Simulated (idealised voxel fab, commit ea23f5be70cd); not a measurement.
Process module in this document: voxel self aligned contacts
Xsec cut, 170 nm wide, square cell size 5 nm.
Format of a cross-section: grid, square cells. Given as bands. Order: top down. Band: one or more rows of cells.
The band entry comprises the height of the band's top followed by the height of its bottom, expressed in nm, and subsequently the band's materials from left to right, each stated together with its width in nm. Where a single material is marked with the word "full width", that material fills the band from edge to edge. The word "blank" represents empty space.
Measure heights from 0. That's the level where, below it, the as-received wafer is all one material. The lowest band is bottomless and extends downward; write it as in "0 -> down".
Top row gets the first number, bottom row gets the second, and each row in between changes by the same step: that is how a band width like "30->40" works.
"no change" after a step means that no cell of the cross-section changed.
"Completely sealed voids" means: voids of 8 cells or more that are shut off from the top with no open way through. Written width x height at distance, distance from the left edge, in nm.
On a step's line, text after the settings is the simulator commenting on that step.
overlay nm: on a step with a mask, how far right of its planned place the mask lay; negative means left.
Planned step list for the process:
1) RECEIVE,material Si
2) OXIDIZE,depth nm 5
3) DIRECTIONAL_DEP,material polySi,thk nm 30
4) DIRECTIONAL_DEP,material SiN,thk nm 20
5) PATTERN,tone cover,mask id GATE,material resist,width nm 25,pitch nm 50,thk nm 20,overlay nm 0
6) DIRECTIONAL_ETCH,etch materials SiN,depth nm 20
7) DIRECTIONAL_ETCH,etch materials polySi,depth nm 30
8) STRIP,etch materials resist
9) CONFORMAL_DEP,material SiN,thk nm 5
10) DIRECTIONAL_ETCH,etch materials SiN,depth nm 5
11) FILL_DEP,material SiO2,thk nm 15
12) CMP,height nm 55
13) MASKED_ETCH,tone open,mask id CONTACT,width nm 35,etch materials SiO2,depth nm 60,overlay nm 0
14) CONFORMAL_DEP,material TiN,thk nm 5
15) FILL_DEP,material W,thk nm 10
16) CMP,height nm 55
17) CONFORMAL_DEP,material SiCN,thk nm 5
Run as planned: first of two wafers:
Step 1 complete: cross-section of the wafer as received:
  0 -> down = Si full width
  Completely sealed voids: none
Wafer section view after processing step 2:
  0 -> -5 = SiO2 full width
  Unchanged below -5.
Wafer section view after processing step 3:
  30 -> 0 = polySi full width
  Unchanged below 0.
Wafer section view after processing step 4:
  50 -> 30 = SiN full width
  Unchanged below 30.
Wafer section view after processing step 5:
  70 -> 50 = 45 blank | 25 resist | 25 blank | 25 resist | 50 blank
  Unchanged below 50.
Wafer section view after processing step 6:
  70 -> 50 = 45 blank | 25 resist | 25 blank | 25 resist | 50 blank
  50 -> 30 = 45 blank | 25 SiN | 25 blank | 25 SiN | 50 blank
  Unchanged below 30.
Wafer section view after processing step 7:
  70 -> 50 = 45 blank | 25 resist | 25 blank | 25 resist | 50 blank
  50 -> 30 = 45 blank | 25 SiN | 25 blank | 25 SiN | 50 blank
  30 -> 0 = 45 blank | 25 polySi | 25 blank | 25 polySi | 50 blank
  Unchanged below 0.
Wafer section view after processing step 8:
  50 -> 30 = 45 blank | 25 SiN | 25 blank | 25 SiN | 50 blank
  Unchanged below 30.
Wafer section view after processing step 9:
  55 -> 30 = 40 blank | 35 SiN | 15 blank | 35 SiN | 45 blank
  30 -> 5 = 40 blank | 5 SiN | 25 polySi | 5 SiN | 15 blank | 5 SiN | 25 polySi | 5 SiN | 45 blank
  5 -> 0 = 45 SiN | 25 polySi | 25 SiN | 25 polySi | 50 SiN
  Unchanged below 0.
Wafer section view after processing step 10:
  50 -> 30 = 40 blank | 35 SiN | 15 blank | 35 SiN | 45 blank
  30 -> 0 = 40 blank | 5 SiN | 25 polySi | 5 SiN | 15 blank | 5 SiN | 25 polySi | 5 SiN | 45 blank
  Unchanged below 0.
Wafer section view after processing step 11:
  65 -> 50 = SiO2 full width
  50 -> 30 = 40 SiO2 | 35 SiN | 15 SiO2 | 35 SiN | 45 SiO2
  30 -> 0 = 40 SiO2 | 5 SiN | 25 polySi | 5 SiN | 15 SiO2 | 5 SiN | 25 polySi | 5 SiN | 45 SiO2
  Unchanged below 0.
Wafer section view after processing step 12:
  55 -> 50 = SiO2 full width
  Unchanged below 50.
Wafer section view after processing step 13:
  55 -> 50 = 65 SiO2 | 35 blank | 70 SiO2
  50 -> 30 = 40 SiO2 | 35 SiN | 15 blank | 35 SiN | 45 SiO2
  30 -> 0 = 40 SiO2 | 5 SiN | 25 polySi | 5 SiN | 15 blank | 5 SiN | 25 polySi | 5 SiN | 45 SiO2
  0 -> -5 = 75 SiO2 | 15 blank | 80 SiO2
  Unchanged below -5.
Wafer section view after processing step 14:
  60 -> 55 = 70 TiN | 25 blank | 75 TiN
  55 -> 50 = 65 SiO2 | 15 TiN | 5 blank | 15 TiN | 70 SiO2
  50 -> 30 = 40 SiO2 | 35 SiN | 5 TiN | 5 blank | 5 TiN | 35 SiN | 45 SiO2
  30 -> 0 = 40 SiO2 | 5 SiN | 25 polySi | 5 SiN | 5 TiN | 5 blank | 5 TiN | 5 SiN | 25 polySi | 5 SiN | 45 SiO2
  0 -> -5 = 75 SiO2 | 15 TiN | 80 SiO2
  Unchanged below -5.
Wafer section view after processing step 15:
  70 -> 60 = W full width
  60 -> 55 = 70 TiN | 25 W | 75 TiN
  55 -> 50 = 65 SiO2 | 15 TiN | 5 W | 15 TiN | 70 SiO2
  50 -> 30 = 40 SiO2 | 35 SiN | 5 TiN | 5 W | 5 TiN | 35 SiN | 45 SiO2
  30 -> 0 = 40 SiO2 | 5 SiN | 25 polySi | 5 SiN | 5 TiN | 5 W | 5 TiN | 5 SiN | 25 polySi | 5 SiN | 45 SiO2
  Unchanged below 0.
Wafer section view after processing step 16:
  55 -> 50 = 65 SiO2 | 15 TiN | 5 W | 15 TiN | 70 SiO2
  Unchanged below 50.
Wafer section view after processing step 17:
  60 -> 55 = SiCN full width
  Unchanged below 55.
Second wafer: like start, like plan, one mistake. Through step 5 it matches the first wafer:
Cross-section, second wafer, at the end time the plan gives for step 6:
  70 -> 50 = 45 blank | 25 resist | 25 blank | 25 resist | 50 blank
  50 -> 35 = 45 blank | 25 SiN | 25 blank | 25 SiN | 50 blank
  Unchanged below 35.
Cross-section, second wafer, at the end time the plan gives for step 7: no change
Cross-section, second wafer, at the end time the plan gives for step 8:
  50 -> 35 = 45 blank | 25 SiN | 25 blank | 25 SiN | 50 blank
  Unchanged below 35.
Cross-section, second wafer, at the end time the plan gives for step 9:
  55 -> 40 = 40 blank | 35 SiN | 15 blank | 35 SiN | 45 blank
  40 -> 30 = SiN full width
  Unchanged below 30.
Cross-section, second wafer, at the end time the plan gives for step 10:
  50 -> 35 = 40 blank | 35 SiN | 15 blank | 35 SiN | 45 blank
  Unchanged below 35.
Cross-section, second wafer, at the end time the plan gives for step 11:
  65 -> 50 = SiO2 full width
  50 -> 35 = 40 SiO2 | 35 SiN | 15 SiO2 | 35 SiN | 45 SiO2
  Unchanged below 35.
Cross-section, second wafer, at the end time the plan gives for step 12:
  55 -> 50 = SiO2 full width
  Unchanged below 50.
Cross-section, second wafer, at the end time the plan gives for step 13:
  55 -> 50 = 65 SiO2 | 35 blank | 70 SiO2
  50 -> 35 = 40 SiO2 | 35 SiN | 15 blank | 35 SiN | 45 SiO2
  Unchanged below 35.
Cross-section, second wafer, at the end time the plan gives for step 14:
  60 -> 55 = 70 TiN | 25 blank | 75 TiN
  55 -> 50 = 65 SiO2 | 15 TiN | 5 blank | 15 TiN | 70 SiO2
  50 -> 40 = 40 SiO2 | 35 SiN | 5 TiN | 5 blank | 5 TiN | 35 SiN | 45 SiO2
  40 -> 35 = 40 SiO2 | 35 SiN | 15 TiN | 35 SiN | 45 SiO2
  Unchanged below 35.
Cross-section, second wafer, at the end time the plan gives for step 15:
  70 -> 60 = W full width
  60 -> 55 = 70 TiN | 25 W | 75 TiN
  55 -> 50 = 65 SiO2 | 15 TiN | 5 W | 15 TiN | 70 SiO2
  50 -> 40 = 40 SiO2 | 35 SiN | 5 TiN | 5 W | 5 TiN | 35 SiN | 45 SiO2
  Unchanged below 40.
Cross-section, second wafer, at the end time the plan gives for step 16:
  55 -> 50 = 65 SiO2 | 15 TiN | 5 W | 15 TiN | 70 SiO2
  Unchanged below 50.
Cross-section, second wafer, at the end time the plan gives for step 17:
  60 -> 55 = SiCN full width
  Unchanged below 55.
What went wrong in running the wafer? step 6 ran as: DIRECTIONAL_ETCH,etch materials SiN,depth nm 15
Final cells, second wafer relative to first, materials higher or lower: -4 SiN; -116 SiO2; -16 TiN; -8 W; +144 polySi
